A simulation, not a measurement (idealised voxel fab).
Title: Process Module voxel capacitor over wiring
Section shown: cut. Width: 240 nm. Cell size: 5 nm, square.
A cross-section in this document is a grid of square cells, and it is written down as bands, the top band listed before the ones below it; a band is made up of one or more rows of cells.
Heads up on the band format: heights come first, top then bottom, in nm. After that it's the materials left to right, each with its width in nm. A single material flagged "throughout" fills the whole band edge to edge, and "empty" means there's empty space there.
Heights are measured from 0, the level below which the as-received wafer is all one material; the lowest band has no bottom and continues downward, written as in "0 down".
With a width like "30->40", each row of cells in the band differs from the next by the same amount, the top row carrying the first number and the bottom row the second.
What does "everything unchanged" mean for a step? It means no cell of the cross-section changed in that step.
Look at "Voids, enclosed" for the closed voids: empty spaces with no open path to the top, sized 8 cells or up. Each is width x height at distance, distance from the left edge, all nm.
That trailing text on a step's line, after the settings, is the simulator's own remark on the step.
overlay nm: right-of-plan distance of the mask on a masked step; negative values mean left-of-plan.
Intended process steps:
- 1: RECEIVE,material Si
- 2: CONFORMAL_DEP,material SiO2,thk nm 10
- 3: CONFORMAL_DEP,material SiN,thk nm 5
- 4: DIRECTIONAL_DEP,material SiO2,thk nm 15
- 5: PATTERN,tone open,mask id METAL_1,material resist,width nm 30,pitch nm 80,thk nm 15,overlay nm 0
- 6: DIRECTIONAL_ETCH,etch materials SiO2,depth nm 15
- 7: DIRECTIONAL_ETCH,etch materials SiN,depth nm 5
- 8: STRIP,etch materials resist
- 9: CONFORMAL_DEP,material TiN,thk nm 5
- 10: FILL_DEP,material Cu,thk nm 5
- 11: CMP,height nm 30
- 12: EPI,material Ru,thk nm 5
- 13: FILL_DEP,material SiCN,thk nm 5
- 14: DIRECTIONAL_DEP,material SiO2,thk nm 15
- 15: DIRECTIONAL_DEP,material aC,thk nm 15
- 16: PATTERN,tone open,mask id PLUG_1,material resist,width nm 15,thk nm 30,overlay nm 0
- 17: DIRECTIONAL_ETCH,etch materials aC,depth nm 15
- 18: STRIP,etch materials resist
- 19: DIRECTIONAL_ETCH,etch materials SiO2,depth nm 15
- 20: DIRECTIONAL_ETCH,etch materials SiCN,depth nm 5
- 21: STRIP,etch materials aC
- 22: CONFORMAL_DEP,material TiN,thk nm 5
- 23: FILL_DEP,material W,thk nm 10
- 24: CMP,height nm 55
- 25: DIRECTIONAL_DEP,material TiN,thk nm 10
- 26: DIRECTIONAL_DEP,material Al2O3,thk nm 5
- 27: DIRECTIONAL_DEP,material TiN,thk nm 5
- 28: MASKED_ETCH,tone cover,mask id UPPER_PLATE,width nm 55,etch materials TiN,depth nm 5,overlay nm 0
- 29: MASKED_ETCH,tone cover,mask id UPPER_PLATE,width nm 55,etch materials Al2O3,depth nm 5,overlay nm 0
- 30: MASKED_ETCH,tone cover,mask id LOWER_PLATE,width nm 65,etch materials TiN,depth nm 10,overlay nm 0
- 31: FILL_DEP,material SiO2,thk nm 20
- 32: CMP,height nm 90
- 33: DIRECTIONAL_DEP,material aC,thk nm 15
- 34: PATTERN,tone open,mask id PLUG_2,material resist,width nm 15,thk nm 35,overlay nm 0
- 35: DIRECTIONAL_ETCH,etch materials aC,depth nm 15
- 36: STRIP,etch materials resist
- 37: DIRECTIONAL_ETCH,etch materials SiO2,depth nm 15
- 38: STRIP,etch materials aC
- 39: CONFORMAL_DEP,material TiN,thk nm 5
- 40: FILL_DEP,material Ru,thk nm 5
- 41: CMP,height nm 90
- 42: CONFORMAL_DEP,material SiN,thk nm 5
Cross-section of the wafer as it came to us, i.e., already through step 1:
- 0 down  Si throughout
- Voids, enclosed: none
Post-module cross-section of the first of two wafers (run per plan):
- 95 to 90  SiN throughout
- 90 to 80  SiO2 90 nm, then TiN 5 nm, then Ru 5 nm, then TiN 5 nm, then SiO2 135 nm
- 80 to 70  SiO2 90->80 nm, then TiN 15->55 nm, then SiO2 135->105 nm
- 70 to 65  SiO2 80 nm, then Al2O3 55 nm, then SiO2 105 nm
- 65 to 55  SiO2 75 nm, then TiN 65 nm, then SiO2 100 nm
- 55 to 40  SiO2 80 nm, then TiN 5 nm, then W 5 nm, then TiN 5 nm, then SiO2 145 nm
- 40 to 35  SiCN 80 nm, then TiN 15 nm, then SiCN 145 nm
- 35 to 30  SiCN 60 nm, then Ru 40 nm, then SiCN 40 nm, then Ru 40 nm, then SiCN 60 nm
- 30 to 15  SiO2 65 nm, then TiN 5 nm, then Cu 20 nm, then TiN 5 nm, then SiO2 50 nm, then TiN 5 nm, then Cu 20 nm, then TiN 5 nm, then SiO2 65 nm
- 15 to 10  SiN 65 nm, then TiN 30 nm, then SiN 50 nm, then TiN 30 nm, then SiN 65 nm
- 10 to 0  SiO2 throughout
- 0 down  Si throughout
- Voids, enclosed: none
Module end: cross-section of wafer two of two. Same start and process plan as the first wafer. One mistake during execution:
- 95 to 90  SiN throughout
- 90 to 80  SiO2 90 nm, then TiN 5 nm, then Ru 5 nm, then TiN 5 nm, then SiO2 135 nm
- 80 to 70  SiO2 90->80 nm, then TiN 15->55 nm, then SiO2 135->105 nm
- 70 to 65  SiO2 80 nm, then Al2O3 55 nm, then SiO2 105 nm
- 65 to 55  SiO2 75 nm, then TiN 65 nm, then SiO2 100 nm
- 55 to 50  SiCN 80 nm, then TiN 15 nm, then SiCN 145 nm
- 50 to 45  SiCN 60 nm, then SiO2 40 nm, then SiCN 40 nm, then SiO2 40 nm, then SiCN 60 nm
- 45 to 35  SiO2 throughout
- 35 to 30  SiO2 60 nm, then Ru 40 nm, then SiO2 40 nm, then Ru 40 nm, then SiO2 60 nm
- 30 to 15  SiO2 65 nm, then TiN 5 nm, then Cu 20 nm, then TiN 5 nm, then SiO2 50 nm, then TiN 5 nm, then Cu 20 nm, then TiN 5 nm, then SiO2 65 nm
- 15 to 10  SiN 65 nm, then TiN 30 nm, then SiN 50 nm, then TiN 30 nm, then SiN 65 nm
- 10 to 0  SiO2 throughout
- 0 down  Si throughout
- Voids, enclosed: none
Want to know what went wrong? sequence error: steps 13 and 14 interchanged
In the final state, the cell counts of the second wafer exceed or fall short of those of the first for the following materials: SiO2: 9 more | TiN: 6 fewer | W: 3 fewer
